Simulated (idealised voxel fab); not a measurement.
The following is a process module called voxel spacer lines.
Cross-section cut spans 250 nm and uses square cells 5 nm in size.
If you're reading a cross-section in this doc, picture square cells in a grid; it comes to you as bands, top ones listed first down to the bottom, and a band can be one or more rows of cells. First you get the band's top height and its bottom height, in nm, and then the materials it's made of, left to right, with each width in nm. If you see a single material with "throughout", that one covers the band edge to edge. "blank" is empty space. Heights are reckoned from 0. Under this level, the received wafer is all of one material. The bottommost band is open-ended downward, for example "0 and below". Width "30 to 40": first value at the band's top row of cells, second value at its bottom row, equal change from row to row. "no modifications" -> step changed no cross-section cell. If an empty space has no open way to the top and is at least 8 cells in size, "Fully sealed cavities" lists it, written width x height at distance, where distance is measured from the left edge and every value is in nm. after a step's settings: what the simulator itself notes on the step. Steps that use a mask can have "overlay nm" on their line. It says how far the mask sat to the right of where it was meant to be. Negative means to the left.
These are the steps we planned for the process:
1: RECEIVE,material Si
2: CONFORMAL_DEP,material Al2O3,thk nm 10
3: DIRECTIONAL_DEP,material polySi,thk nm 15
4: DIRECTIONAL_DEP,material aC,thk nm 30
5: PATTERN,tone cover,mask id MANDREL,material resist,width nm 20,pitch nm 70,thk nm 40,overlay nm 0
6: DIRECTIONAL_ETCH,etch materials aC,depth nm 30
7: STRIP,etch materials resist
8: CONFORMAL_DEP,material SiN,thk nm 15
9: DIRECTIONAL_ETCH,etch materials SiN,depth nm 15
10: STRIP,etch materials aC
11: DIRECTIONAL_ETCH,etch materials polySi,depth nm 15
12: STRIP,etch materials SiN
13: FILL_DEP,material SiO2,thk nm 5
14: CMP,height nm 25
First wafer, as planned:
As received (post step 1): cross-section:
0 and below  Si throughout
Fully sealed cavities: none
After step 2:
10 down to 0  Al2O3 throughout
Under the height 0 nothing was changed.
After step 3:
25 down to 10  polySi throughout
Under the height 10 nothing was changed.
After step 4:
55 down to 25  aC throughout
Under the height 25 nothing was changed.
After step 5:
95 down to 55  blank 80 nm, then resist 20 nm, then blank 50 nm, then resist 20 nm, then blank 80 nm
Under the height 55 nothing was changed.
After step 6:
65 down to 55  blank 80 nm, then resist 20 nm, then blank 50 nm, then resist 20 nm, then blank 80 nm
55 down to 25  blank 80 nm, then aC 20 nm, then blank 50 nm, then aC 20 nm, then blank 80 nm
Under the height 25 nothing was changed.
After step 7:
55 down to 25  blank 80 nm, then aC 20 nm, then blank 50 nm, then aC 20 nm, then blank 80 nm
Under the height 25 nothing was changed.
After step 8:
70 down to 55  blank 65 nm, then SiN 50 nm, then blank 20 nm, then SiN 50 nm, then blank 65 nm
55 down to 40  blank 65 nm, then SiN 15 nm, then aC 20 nm, then SiN 15 nm, then blank 20 nm, then SiN 15 nm, then aC 20 nm, then SiN 15 nm, then blank 65 nm
40 down to 25  SiN 80 nm, then aC 20 nm, then SiN 50 nm, then aC 20 nm, then SiN 80 nm
Under the height 25 nothing was changed.
After step 9:
55 down to 25  blank 65 nm, then SiN 15 nm, then aC 20 nm, then SiN 15 nm, then blank 20 nm, then SiN 15 nm, then aC 20 nm, then SiN 15 nm, then blank 65 nm
Under the height 25 nothing was changed.
After step 10:
55 down to 25  blank 65 nm, then SiN 15 nm, then blank 20 nm, then SiN 15 nm, then blank 20 nm, then SiN 15 nm, then blank 20 nm, then SiN 15 nm, then blank 65 nm
Under the height 25 nothing was changed.
After step 11:
55 down to 25  blank 65 nm, then SiN 15 nm, then blank 20 nm, then SiN 15 nm, then blank 20 nm, then SiN 15 nm, then blank 20 nm, then SiN 15 nm, then blank 65 nm
25 down to 10  blank 65 nm, then polySi 15 nm, then blank 20 nm, then polySi 15 nm, then blank 20 nm, then polySi 15 nm, then blank 20 nm, then polySi 15 nm, then blank 65 nm
Under the height 10 nothing was changed.
After step 12:
25 down to 10  blank 65 nm, then polySi 15 nm, then blank 20 nm, then polySi 15 nm, then blank 20 nm, then polySi 15 nm, then blank 20 nm, then polySi 15 nm, then blank 65 nm
Under the height 10 nothing was changed.
After step 13:
30 down to 25  SiO2 throughout
25 down to 10  SiO2 65 nm, then polySi 15 nm, then SiO2 20 nm, then polySi 15 nm, then SiO2 20 nm, then polySi 15 nm, then SiO2 20 nm, then polySi 15 nm, then SiO2 65 nm
Under the height 10 nothing was changed.
After step 14:
25 down to 10  SiO2 65 nm, then polySi 15 nm, then SiO2 20 nm, then polySi 15 nm, then SiO2 20 nm, then polySi 15 nm, then SiO2 20 nm, then polySi 15 nm, then SiO2 65 nm
Under the height 10 nothing was changed.
The second wafer was prepared from the same starting point and under the same plan as the first; its processing contained one mistake, and it remains indistinguishable from the first wafer up to and including step 2:
Planned end of step 3: second wafer, cross-section:
40 down to 10  aC throughout
Under the height 10 nothing was changed.
Planned end of step 4: second wafer, cross-section:
55 down to 40  polySi throughout
Under the height 40 nothing was changed.
Planned end of step 5: second wafer, cross-section:
95 down to 55  blank 80 nm, then resist 20 nm, then blank 50 nm, then resist 20 nm, then blank 80 nm
Under the height 55 nothing was changed.
Planned end of step 6: second wafer, cross-section:
65 down to 55  blank 80 nm, then resist 20 nm, then blank 50 nm, then resist 20 nm, then blank 80 nm
Under the height 55 nothing was changed.
Planned end of step 7: second wafer, cross-section:
55 down to 40  polySi throughout
Under the height 40 nothing was changed.
Planned end of step 8: second wafer, cross-section:
70 down to 55  SiN throughout
Under the height 55 nothing was changed.
Planned end of step 9: second wafer, cross-section:
55 down to 40  polySi throughout
Under the height 40 nothing was changed.
Planned end of step 10: second wafer, cross-section: no modifications
Planned end of step 11: second wafer, cross-section:
40 down to 10  aC throughout
Under the height 10 nothing was changed.
Planned end of step 12: second wafer, cross-section: no modifications
Planned end of step 13: second wafer, cross-section:
45 down to 40  SiO2 throughout
Under the height 40 nothing was changed.
Planned end of step 14: second wafer, cross-section:
25 down to 10  aC throughout
Under the height 10 nothing was changed.
Diagnosis: swap of plan steps 3 and 4 during execution
Final difference in cells, second wafer against first, listed per material as more or fewer: SiO2: 114 fewer, aC: 150 more, polySi: 36 fewer
